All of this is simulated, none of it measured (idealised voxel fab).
Title: Process Module voxel air gaps
The figure presents cross-section cut, which has a width of 240 nm and is divided into square cells with an edge length of 5 nm.
Cross-section layout: square cells on a grid; listed as bands, top to bottom; a band spans one or more cell rows. Quick guide to a band line: top height, bottom height (nm) up front; then every material left to right with its width in nm. Only one material and it's marked "full width"? Then it fills the band edge to edge. And "blank" just means empty space. All heights in this document are referenced to 0, defined as the level beneath which the wafer, as received, consists entirely of one material. The lowest band is not bounded below; it extends indefinitely downward and is written in the form "0..down". You'd read "30->40" like this: the band's top row of cells is as wide as the first number, its bottom row is as wide as the second, and going down, every row changes width by the same amount as the row before did. "all unchanged" (step): cross-section cells unchanged, all of them. "Trapped cavities" contains a list of empty spaces, each no smaller than 8 cells and without an open way to the top, written in the form width x height at distance with the distance from the left edge and all three in nm. Past the settings on a step's line: simulator remark, on that step. If you see "overlay nm" on a step's line and that step has a mask, it's telling you how far right of where it was planned the mask ended up; a negative number means it went left instead.

**List of planned process steps**
- 1: RECEIVE [material Si]
- 2: CONFORMAL_DEP [material SiO2] [thk nm 15]
- 3: CONFORMAL_DEP [material SiCN] [thk nm 5]
- 4: DIRECTIONAL_DEP [material lowk] [thk nm 30]
- 5: PATTERN [tone open] [mask id LINES] [material resist] [width nm 15] [pitch nm 45] [thk nm 20] [overlay nm 0]
- 6: DIRECTIONAL_ETCH [etch materials lowk] [depth nm 30]
- 7: STRIP [etch materials resist]
- 8: CONFORMAL_DEP [material TiN] [thk nm 5]
- 9: FILL_DEP [material Cu] [thk nm 10]
- 10: CMP [height nm 50]
- 11: EPI [material Ru] [thk nm 10]
- 12: SELECTIVE_ETCH [etch materials lowk] [depth nm 40]
- 13: CONFORMAL_DEP [material SiCN] [thk nm 5]

**Cross-sectional view of the wafer in its as-received condition, corresponding to the state after step 1**
0..down = Si full width
Trapped cavities: none

**Starting structure and process plan are as shown above, but one mistake was made in running the module; the wafer cross-section at the end of the module follows**
65..60 = SiCN full width
60..50 = Ru full width
50..45 = TiN (70) / Cu (5) / TiN (40) / Cu (5) / TiN (40) / Cu (5) / TiN (75)
45..20 = lowk (65) / TiN (5) / Cu (5) / TiN (5) / lowk (30) / TiN (5) / Cu (5) / TiN (5) / lowk (30) / TiN (5) / Cu (5) / TiN (5) / lowk (70)
20..15 = lowk (65) / TiN (15) / lowk (30) / TiN (15) / lowk (30) / TiN (15) / lowk (70)
15..0 = SiO2 full width
0..down = Si full width
Trapped cavities: none
Finding, execution versus plan: not run: step 3 of the plan (skipped)
